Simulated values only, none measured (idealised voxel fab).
The name of this process module is voxel self aligned contacts.
FYI the section here is cut, 290 nm wide, cells are 5 nm squares.
Cross-section format: a grid of square cells, given as bands from top to bottom; each band is one or more rows of cells. Within each band entry, the heights of the top and of the bottom of the band appear first, in that order and in nm; the materials of the band then follow from left to right, each with its corresponding width in nm. The designation "edge to edge" on a single material indicates that it fills the band from edge to edge; the designation "air" indicates empty space. Height reference: 0 = level under which incoming wafer is all one material. Lowest band: no bottom, runs on downward, e.g. "0 and below". Read "30 to 40" as a graded width: first number on top, second number at the bottom, same change between each pair of neighbouring rows. Where the words "no modification" appear for a step, the cross-section shows no cell changed by that step; every cell remained as before. The entry titled "Closed cavities" provides the empty spaces that have no open way to the top, restricted to those of 8 cells or more. Each is presented as width x height at distance, the distance being measured from the left edge, with all three in nm. Whatever follows a step's settings on its line is a remark the simulator itself makes about that step. overlay nm: for a step with a mask, the amount by which the mask lay right of where it was planned; a negative amount means left of it.
**The steps planned for the process are as follows**
1. RECEIVE,material Si
2. CONFORMAL_DEP,material SiO2,thk nm 5
3. DIRECTIONAL_DEP,material polySi,thk nm 25
4. DIRECTIONAL_DEP,material SiN,thk nm 25
5. PATTERN,tone cover,mask id GATE,material resist,width nm 25,pitch nm 60,thk nm 15,overlay nm 0
6. DIRECTIONAL_ETCH,etch materials SiN,depth nm 25
7. DIRECTIONAL_ETCH,etch materials polySi,depth nm 25
8. STRIP,etch materials resist
9. CONFORMAL_DEP,material SiN,thk nm 10
10. DIRECTIONAL_ETCH,etch materials SiN,depth nm 10
11. FILL_DEP,material SiO2,thk nm 15
12. CMP,height nm 65
13. DIRECTIONAL_DEP,material aC,thk nm 10
14. PATTERN,tone open,mask id CONTACT,material resist,width nm 45,pitch nm 60,thk nm 30,overlay nm 0
15. DIRECTIONAL_ETCH,etch materials aC,depth nm 10
16. STRIP,etch materials resist
17. DIRECTIONAL_ETCH,etch materials SiO2,depth nm 65
18. STRIP,etch materials aC
19. CONFORMAL_DEP,material TiN,thk nm 5
20. FILL_DEP,material W,thk nm 10
21. CMP,height nm 65
22. CONFORMAL_DEP,material SiCN,thk nm 5
**So, the first of our two wafers, run just as we planned it**
**Cross-section of the wafer upon arrival, representing the state reached after step 1**
    0 and below: Si edge to edge
    Closed cavities: none
**Cross-section of the wafer subsequent to step 2**
    5 down to 0: SiO2 edge to edge
    Heights below 0 show no change.
**Cross-section of the wafer subsequent to step 3**
    30 down to 5: polySi edge to edge
    Heights below 5 show no change.
**Cross-section of the wafer subsequent to step 4**
    55 down to 30: SiN edge to edge
    Heights below 30 show no change.
**Cross-section of the wafer subsequent to step 5**
    70 down to 55: air 70 nm, then resist 25 nm, then air 35 nm, then resist 25 nm, then air 35 nm, then resist 25 nm, then air 75 nm
    Heights below 55 show no change.
**Cross-section of the wafer subsequent to step 6**
    70 down to 55: air 70 nm, then resist 25 nm, then air 35 nm, then resist 25 nm, then air 35 nm, then resist 25 nm, then air 75 nm
    55 down to 30: air 70 nm, then SiN 25 nm, then air 35 nm, then SiN 25 nm, then air 35 nm, then SiN 25 nm, then air 75 nm
    Heights below 30 show no change.
**Cross-section of the wafer subsequent to step 7**
    70 down to 55: air 70 nm, then resist 25 nm, then air 35 nm, then resist 25 nm, then air 35 nm, then resist 25 nm, then air 75 nm
    55 down to 30: air 70 nm, then SiN 25 nm, then air 35 nm, then SiN 25 nm, then air 35 nm, then SiN 25 nm, then air 75 nm
    30 down to 5: air 70 nm, then polySi 25 nm, then air 35 nm, then polySi 25 nm, then air 35 nm, then polySi 25 nm, then air 75 nm
    Heights below 5 show no change.
**Cross-section of the wafer subsequent to step 8**
    55 down to 30: air 70 nm, then SiN 25 nm, then air 35 nm, then SiN 25 nm, then air 35 nm, then SiN 25 nm, then air 75 nm
    Heights below 30 show no change.
**Cross-section of the wafer subsequent to step 9**
    65 down to 30: air 60 nm, then SiN 45 nm, then air 15 nm, then SiN 45 nm, then air 15 nm, then SiN 45 nm, then air 65 nm
    30 down to 15: air 60 nm, then SiN 10 nm, then polySi 25 nm, then SiN 10 nm, then air 15 nm, then SiN 10 nm, then polySi 25 nm, then SiN 10 nm, then air 15 nm, then SiN 10 nm, then polySi 25 nm, then SiN 10 nm, then air 65 nm
    15 down to 5: SiN 70 nm, then polySi 25 nm, then SiN 35 nm, then polySi 25 nm, then SiN 35 nm, then polySi 25 nm, then SiN 75 nm
    Heights below 5 show no change.
**Cross-section of the wafer subsequent to step 10**
    55 down to 30: air 60 nm, then SiN 45 nm, then air 15 nm, then SiN 45 nm, then air 15 nm, then SiN 45 nm, then air 65 nm
    30 down to 5: air 60 nm, then SiN 10 nm, then polySi 25 nm, then SiN 10 nm, then air 15 nm, then SiN 10 nm, then polySi 25 nm, then SiN 10 nm, then air 15 nm, then SiN 10 nm, then polySi 25 nm, then SiN 10 nm, then air 65 nm
    Heights below 5 show no change.
**Cross-section of the wafer subsequent to step 11**
    70 down to 55: SiO2 edge to edge
    55 down to 30: SiO2 60 nm, then SiN 45 nm, then SiO2 15 nm, then SiN 45 nm, then SiO2 15 nm, then SiN 45 nm, then SiO2 65 nm
    30 down to 5: SiO2 60 nm, then SiN 10 nm, then polySi 25 nm, then SiN 10 nm, then SiO2 15 nm, then SiN 10 nm, then polySi 25 nm, then SiN 10 nm, then SiO2 15 nm, then SiN 10 nm, then polySi 25 nm, then SiN 10 nm, then SiO2 65 nm
    Heights below 5 show no change.
**Cross-section of the wafer subsequent to step 12**
    65 down to 55: SiO2 edge to edge
    Heights below 55 show no change.
**Cross-section of the wafer subsequent to step 13**
    75 down to 65: aC edge to edge
    Heights below 65 show no change.
**Cross-section of the wafer subsequent to step 14**
    105 down to 75: resist 90 nm, then air 45 nm, then resist 15 nm, then air 45 nm, then resist 95 nm
    Heights below 75 show no change.
**Cross-section of the wafer subsequent to step 15**
    95 down to 75: resist 90 nm, then air 45 nm, then resist 15 nm, then air 45 nm, then resist 95 nm
    75 down to 65: aC 90 nm, then air 45 nm, then aC 15 nm, then air 45 nm, then aC 95 nm
    Heights below 65 show no change.
**Cross-section of the wafer subsequent to step 16**
    75 down to 65: aC 90 nm, then air 45 nm, then aC 15 nm, then air 45 nm, then aC 95 nm
    Heights below 65 show no change.
**Cross-section of the wafer subsequent to step 17**
    75 down to 65: aC 90 nm, then air 45 nm, then aC 15 nm, then air 45 nm, then aC 95 nm
    65 down to 55: SiO2 90 nm, then air 45 nm, then SiO2 15 nm, then air 45 nm, then SiO2 95 nm
    55 down to 30: SiO2 60 nm, then SiN 45 nm, then air 15 nm, then SiN 45 nm, then air 15 nm, then SiN 45 nm, then SiO2 65 nm
    30 down to 5: SiO2 60 nm, then SiN 10 nm, then polySi 25 nm, then SiN 10 nm, then air 15 nm, then SiN 10 nm, then polySi 25 nm, then SiN 10 nm, then air 15 nm, then SiN 10 nm, then polySi 25 nm, then SiN 10 nm, then SiO2 65 nm
    5 down to 0: SiO2 105 nm, then air 15 nm, then SiO2 45 nm, then air 15 nm, then SiO2 110 nm
    Heights below 0 show no change.
**Cross-section of the wafer subsequent to step 18**
    65 down to 55: SiO2 90 nm, then air 45 nm, then SiO2 15 nm, then air 45 nm, then SiO2 95 nm
    Heights below 55 show no change.
**Cross-section of the wafer subsequent to step 19**
    70 down to 65: TiN 95 nm, then air 35 nm, then TiN 25 nm, then air 35 nm, then TiN 100 nm
    65 down to 55: SiO2 90 nm, then TiN 5 to 20 nm, then air 35 to 5 nm, then TiN 5 to 20 nm, then SiO2 15 nm, then TiN 5 to 20 nm, then air 35 to 5 nm, then TiN 5 to 20 nm, then SiO2 95 nm
    55 down to 30: SiO2 60 nm, then SiN 45 nm, then TiN 5 nm, then air 5 nm, then TiN 5 nm, then SiN 45 nm, then TiN 5 nm, then air 5 nm, then TiN 5 nm, then SiN 45 nm, then SiO2 65 nm
    30 down to 5: SiO2 60 nm, then SiN 10 nm, then polySi 25 nm, then SiN 10 nm, then TiN 5 nm, then air 5 nm, then TiN 5 nm, then SiN 10 nm, then polySi 25 nm, then SiN 10 nm, then TiN 5 nm, then air 5 nm, then TiN 5 nm, then SiN 10 nm, then polySi 25 nm, then SiN 10 nm, then SiO2 65 nm
    5 down to 0: SiO2 105 nm, then TiN 15 nm, then SiO2 45 nm, then TiN 15 nm, then SiO2 110 nm
    Heights below 0 show no change.
**Cross-section of the wafer subsequent to step 20**
    80 down to 70: W edge to edge
    70 down to 65: TiN 95 nm, then W 35 nm, then TiN 25 nm, then W 35 nm, then TiN 100 nm
    65 down to 55: SiO2 90 nm, then TiN 5 to 20 nm, then W 35 to 5 nm, then TiN 5 to 20 nm, then SiO2 15 nm, then TiN 5 to 20 nm, then W 35 to 5 nm, then TiN 5 to 20 nm, then SiO2 95 nm
    55 down to 30: SiO2 60 nm, then SiN 45 nm, then TiN 5 nm, then W 5 nm, then TiN 5 nm, then SiN 45 nm, then TiN 5 nm, then W 5 nm, then TiN 5 nm, then SiN 45 nm, then SiO2 65 nm
    30 down to 5: SiO2 60 nm, then SiN 10 nm, then polySi 25 nm, then SiN 10 nm, then TiN 5 nm, then W 5 nm, then TiN 5 nm, then SiN 10 nm, then polySi 25 nm, then SiN 10 nm, then TiN 5 nm, then W 5 nm, then TiN 5 nm, then SiN 10 nm, then polySi 25 nm, then SiN 10 nm, then SiO2 65 nm
    Heights below 5 show no change.
**Cross-section of the wafer subsequent to step 21**
    65 down to 55: SiO2 90 nm, then TiN 5 to 20 nm, then W 35 to 5 nm, then TiN 5 to 20 nm, then SiO2 15 nm, then TiN 5 to 20 nm, then W 35 to 5 nm, then TiN 5 to 20 nm, then SiO2 95 nm
    Heights below 55 show no change.
**Cross-section of the wafer subsequent to step 22**
    70 down to 65: SiCN edge to edge
    Heights below 65 show no change.
**The second wafer: identical to the first at the outset and in its planned sequence, differing only in that one mistake was made during processing; up to and including step 20, its path is the first wafer's path**
X-section, second wafer, when step 21 was due to finish: no modification
**X-section, second wafer, when step 22 was due to finish**
    85 down to 80: SiCN edge to edge
    Heights below 80 show no change.
Error vs. plan: no execution of plan step 21; skipped
At the finish, the second wafer shows more or fewer cells for some materials than the first does: 44 more of TiN | 130 more of W
